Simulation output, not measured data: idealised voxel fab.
Module name: voxel wiring stack (process module)
The figure presents cross-section cut, which has a width of 160 nm and is divided into square cells with an edge length of 5 nm.
Each cross-section below is a grid of square cells, stated as bands in top-down order, with one or more rows of cells making up each band. This entry defines a band. It first specifies the height of the band's top and the height of its bottom in nm, and then specifies the band's materials from left to right, stating each material with its width in nm. The word "throughout" identifies a single material that fills the band from edge to edge, while the word "blank" identifies empty space. Convention: height 0 is the level below which the wafer, as received, is all one material. The lowest band does not terminate at the bottom but continues downward, represented as "0..down". A width such as "30 to 40" changes by the same amount from each row of cells to the next, from the band's top row to its bottom row. The cross-section has no changed cell in any step marked "nothing different". "Enclosed void catalog": empty spaces of 8 cells or more with no open way to the top, each given as width x height at distance, distance from the left edge, all in nm. On each step's line, the part that comes after the settings is the simulator's own comment on the step. "overlay nm" on a masked step: distance the mask lay right of its planned place, negative for left.
PLANNED PROCESS STEPS
1. RECEIVE, material Si
2. CONFORMAL_DEP, material SiO2, thk nm 15
3. DIRECTIONAL_DEP, material TiN, thk nm 5
4. DIRECTIONAL_DEP, material W, thk nm 15
5. DIRECTIONAL_DEP, material aC, thk nm 10
6. PATTERN, tone cover, mask id METAL_1, material resist, width nm 20, pitch nm 45, thk nm 25, overlay nm 0
7. DIRECTIONAL_ETCH, etch materials aC, depth nm 10
8. STRIP, etch materials resist
9. DIRECTIONAL_ETCH, etch materials W, depth nm 15
10. DIRECTIONAL_ETCH, etch materials TiN, depth nm 5
11. STRIP, etch materials aC
12. CONFORMAL_DEP, material SiN, thk nm 5
13. FILL_DEP, material lowk, thk nm 10
14. CMP, height nm 35
15. CONFORMAL_DEP, material SiCN, thk nm 5
16. DIRECTIONAL_DEP, material lowk, thk nm 20
17. PATTERN, tone open, mask id PLUG_1, material resist, width nm 15, thk nm 15, overlay nm 0
18. DIRECTIONAL_ETCH, etch materials lowk, depth nm 20
19. DIRECTIONAL_ETCH, etch materials SiCN, depth nm 5
20. STRIP, etch materials resist
21. CONFORMAL_DEP, material TiN, thk nm 5
22. FILL_DEP, material W, thk nm 5
23. CMP, height nm 60
24. CONFORMAL_DEP, material SiN, thk nm 5
25. DIRECTIONAL_DEP, material lowk, thk nm 20
26. PATTERN, tone open, mask id METAL_2, material resist, width nm 20, pitch nm 45, thk nm 15, overlay nm 0
27. DIRECTIONAL_ETCH, etch materials lowk, depth nm 20
28. DIRECTIONAL_ETCH, etch materials SiN, depth nm 5
29. STRIP, etch materials resist
30. CONFORMAL_DEP, material TiN, thk nm 5
31. FILL_DEP, material Ru, thk nm 5
32. CMP, height nm 85
33. CONFORMAL_DEP, material SiCN, thk nm 5
34. DIRECTIONAL_DEP, material lowk, thk nm 10
35. MASKED_ETCH, tone open, mask id PLUG_2, width nm 15, pitch nm 45, etch materials lowk, depth nm 10, overlay nm 0
36. MASKED_ETCH, tone open, mask id PLUG_2, width nm 15, pitch nm 45, etch materials SiCN, depth nm 5, overlay nm 0
37. EPI, material Ru, thk nm 10
38. EPI, material Ru, thk nm 5
39. CONFORMAL_DEP, material SiCN, thk nm 5
40. DIRECTIONAL_DEP, material SiO2, thk nm 20
41. PATTERN, tone open, mask id METAL_3, material resist, width nm 20, pitch nm 45, thk nm 20, overlay nm 0
42. DIRECTIONAL_ETCH, etch materials SiO2, depth nm 20
43. DIRECTIONAL_ETCH, etch materials SiCN, depth nm 5
44. STRIP, etch materials resist
45. CONFORMAL_DEP, material TiN, thk nm 5
46. FILL_DEP, material Cu, thk nm 5
47. CMP, height nm 125
48. EPI, material Ru, thk nm 5
49. FILL_DEP, material SiCN, thk nm 5
INCOMING WAFER, CROSS-SECTIONAL VIEW, POST STEP 1
- 0..down = Si throughout
- Enclosed void catalog: none
END-OF-MODULE CROSS-SECTION OF THE FIRST OF TWO WAFERS, PROCESSED AS PLANNED
- 135..130 = SiCN throughout
- 130..125 = 40 SiCN, then 30 Ru, then 15 SiCN, then 30 Ru, then 45 SiCN
- 125..105 = 45 SiO2, then 5 TiN, then 10 Cu, then 5 TiN, then 25 SiO2, then 5 TiN, then 10 Cu, then 5 TiN, then 50 SiO2
- 105..100 = 45 SiCN, then 20 TiN, then 25 SiCN, then 20 TiN, then 50 SiCN
- 100..90 = 45 lowk, then 15 Ru, then 30 lowk, then 15 Ru, then 55 lowk
- 90..85 = 45 SiCN, then 15 Ru, then 30 SiCN, then 15 Ru, then 55 SiCN
- 85..65 = 45 lowk, then 5 TiN, then 10 Ru, then 5 TiN, then 25 lowk, then 5 TiN, then 10 Ru, then 5 TiN, then 50 lowk
- 65..60 = 45 SiN, then 20 TiN, then 25 SiN, then 20 TiN, then 50 SiN
- 60..40 = 45 lowk, then 5 TiN, then 5 W, then 5 TiN, then 100 lowk
- 40..35 = 45 SiCN, then 15 TiN, then 100 SiCN
- 35..20 = 40 lowk, then 5 SiN, then 20 W, then 5 SiN, then 15 lowk, then 5 SiN, then 20 W, then 5 SiN, then 45 lowk
- 20..15 = 45 SiN, then 20 TiN, then 25 SiN, then 20 TiN, then 50 SiN
- 15..0 = SiO2 throughout
- 0..down = Si throughout
- Enclosed void catalog: none
MODULE END: CROSS-SECTION OF WAFER TWO OF TWO. SAME START AND PROCESS PLAN AS THE FIRST WAFER. ONE MISTAKE DURING EXECUTION
- 135..130 = SiCN throughout
- 130..125 = 40 SiCN, then 30 Ru, then 15 SiCN, then 30 Ru, then 45 SiCN
- 125..105 = 45 SiO2, then 5 TiN, then 10 Cu, then 5 TiN, then 25 SiO2, then 5 TiN, then 10 Cu, then 5 TiN, then 50 SiO2
- 105..100 = 45 SiCN, then 20 TiN, then 25 SiCN, then 20 TiN, then 50 SiCN
- 100..90 = 45 lowk, then 15 Ru, then 30 lowk, then 15 Ru, then 55 lowk
- 90..85 = 45 SiCN, then 15 Ru, then 30 SiCN, then 15 Ru, then 55 SiCN
- 85..80 = 50 TiN, then 10 Ru, then 35 TiN, then 10 Ru, then 55 TiN
- 80..65 = 45 lowk, then 5 TiN, then 10 Ru, then 5 TiN, then 25 lowk, then 5 TiN, then 10 Ru, then 5 TiN, then 50 lowk
- 65..60 = 45 SiN, then 20 TiN, then 25 SiN, then 20 TiN, then 50 SiN
- 60..40 = 45 lowk, then 5 TiN, then 5 W, then 5 TiN, then 100 lowk
- 40..35 = 45 SiCN, then 15 TiN, then 100 SiCN
- 35..20 = 40 lowk, then 5 SiN, then 20 W, then 5 SiN, then 15 lowk, then 5 SiN, then 20 W, then 5 SiN, then 45 lowk
- 20..15 = 45 SiN, then 20 TiN, then 25 SiN, then 20 TiN, then 50 SiN
- 15..0 = SiO2 throughout
- 0..down = Si throughout
- Enclosed void catalog: none
Short version of what went wrong: step 25, actual vs plan mismatch, actual run DIRECTIONAL_DEP, material lowk, thk nm 15
Upon completion, the second wafer contains, in terms of cells, a greater or smaller amount of certain materials than the first wafer: TiN +24 | lowk -24
